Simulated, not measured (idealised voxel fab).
process module | voxel wiring stack
cross-section cut | 180 nm wide | cells 5 nm
A cross-section is a grid of square cells, given in bands from the top down. A band is one or more rows of cells.
Each band's line starts with the height of the band's top and of its bottom, in nm. Then come its materials from left to right, each with its width in nm. One material with "throughout" fills the band from edge to edge. "air" is empty space.
Height 0 is the level under which the wafer as received is all one material. The lowest band goes on downwards, as in "0 down".
A width such as "30 to 40" changes by the same amount from each row of cells to the next, from the band's top row to its bottom row.
"no change" after a step means that no cell of the cross-section changed.
closed voids: empty space of 8 cells or more with no open way to the top, each as width x height at its distance from the left edge, in nm
after a step's settings: what the simulator itself notes on the step
overlay nm, on a step with a mask: how far to the right of its planned place the mask lay; to the left if negative
plan
1 op RECEIVE | material Si
2 op CONFORMAL_DEP | material SiO2 | thk nm 15
3 op DIRECTIONAL_DEP | material TiN | thk nm 5
4 op DIRECTIONAL_DEP | material W | thk nm 20
5 op DIRECTIONAL_DEP | material aC | thk nm 10
6 op PATTERN | tone cover | mask id METAL_1 | material resist | width nm 30 | pitch nm 60 | thk nm 25 | overlay nm 0
7 op DIRECTIONAL_ETCH | etch materials aC | depth nm 10
8 op STRIP | etch materials resist
9 op DIRECTIONAL_ETCH | etch materials W | depth nm 20
10 op DIRECTIONAL_ETCH | etch materials TiN | depth nm 5
11 op STRIP | etch materials aC
12 op FILL_DEP | material lowk | thk nm 5
13 op CMP | height nm 40
14 op CONFORMAL_DEP | material SiCN | thk nm 5
15 op DIRECTIONAL_DEP | material SiO2 | thk nm 20
16 op DIRECTIONAL_DEP | material aC | thk nm 15
17 op PATTERN | tone open | mask id PLUG_1 | material resist | width nm 15 | pitch nm 60 | thk nm 35 | overlay nm 0
18 op DIRECTIONAL_ETCH | etch materials aC | depth nm 15
19 op STRIP | etch materials resist
20 op DIRECTIONAL_ETCH | etch materials SiO2 | depth nm 20
21 op DIRECTIONAL_ETCH | etch materials SiCN | depth nm 5
22 op STRIP | etch materials aC
23 op EPI | material Ru | thk nm 10
24 op EPI | material Ru | thk nm 10
25 op EPI | material Ru | thk nm 5
26 op DIRECTIONAL_DEP | material TiN | thk nm 5
27 op DIRECTIONAL_DEP | material Ru | thk nm 15
28 op MASKED_ETCH | tone cover | mask id METAL_2 | width nm 30 | pitch nm 60 | etch materials Ru | depth nm 15 | overlay nm 0
29 op MASKED_ETCH | tone cover | mask id METAL_2 | width nm 30 | pitch nm 60 | etch materials TiN | depth nm 5 | overlay nm 0
30 op CONFORMAL_DEP | material SiCN | thk nm 5
31 op FILL_DEP | material lowk | thk nm 5
32 op CMP | height nm 85
33 op CONFORMAL_DEP | material SiCN | thk nm 5
as received, after step 1
  0 down: Si throughout
  closed voids: none
a wafer at the end: this start, this plan, one mistake
  90 to 85: SiCN throughout
  85 to 75: lowk 25 to 10 | SiCN 5 to 20 | Ru 15 | SiCN 5 | lowk 35 to 20 | SiCN 5 to 20 | Ru 15 | SiCN 5 | lowk 35 to 20 | SiCN 5 to 20 | Ru 15 | SiCN 5 | lowk 10
  75 to 70: lowk 10 | SiCN 5 | Ru 30 | SiCN 5 | lowk 20 | SiCN 5 | Ru 30 | SiCN 5 | lowk 20 | SiCN 5 | Ru 30 | SiCN 5 | lowk 10
  70 to 65: SiCN 15 | Ru 15 | TiN 15 | SiCN 30 | Ru 15 | TiN 15 | SiCN 30 | Ru 15 | TiN 15 | SiCN 15
  65 to 60: SiO2 15 | Ru 15 | SiO2 45 | Ru 15 | SiO2 45 | Ru 15 | SiO2 30
  60 to 55: SiO2 15 | TiN 15 | SiO2 45 | TiN 15 | SiO2 45 | TiN 15 | SiO2 30
  55 to 45: SiO2 15 | Ru 15 | SiO2 45 | Ru 15 | SiO2 45 | Ru 15 | SiO2 30
  45 to 40: SiCN 15 | Ru 15 | SiCN 45 | Ru 15 | SiCN 45 | Ru 15 | SiCN 30
  40 to 20: lowk 15 | W 30 | lowk 30 | W 30 | lowk 30 | W 30 | lowk 15
  20 to 15: lowk 15 | TiN 30 | lowk 30 | TiN 30 | lowk 30 | TiN 30 | lowk 15
  15 to 0: SiO2 throughout
  0 down: Si throughout
  closed voids: none
what went wrong: one of the steps 23 and 24, which are alike, was left out
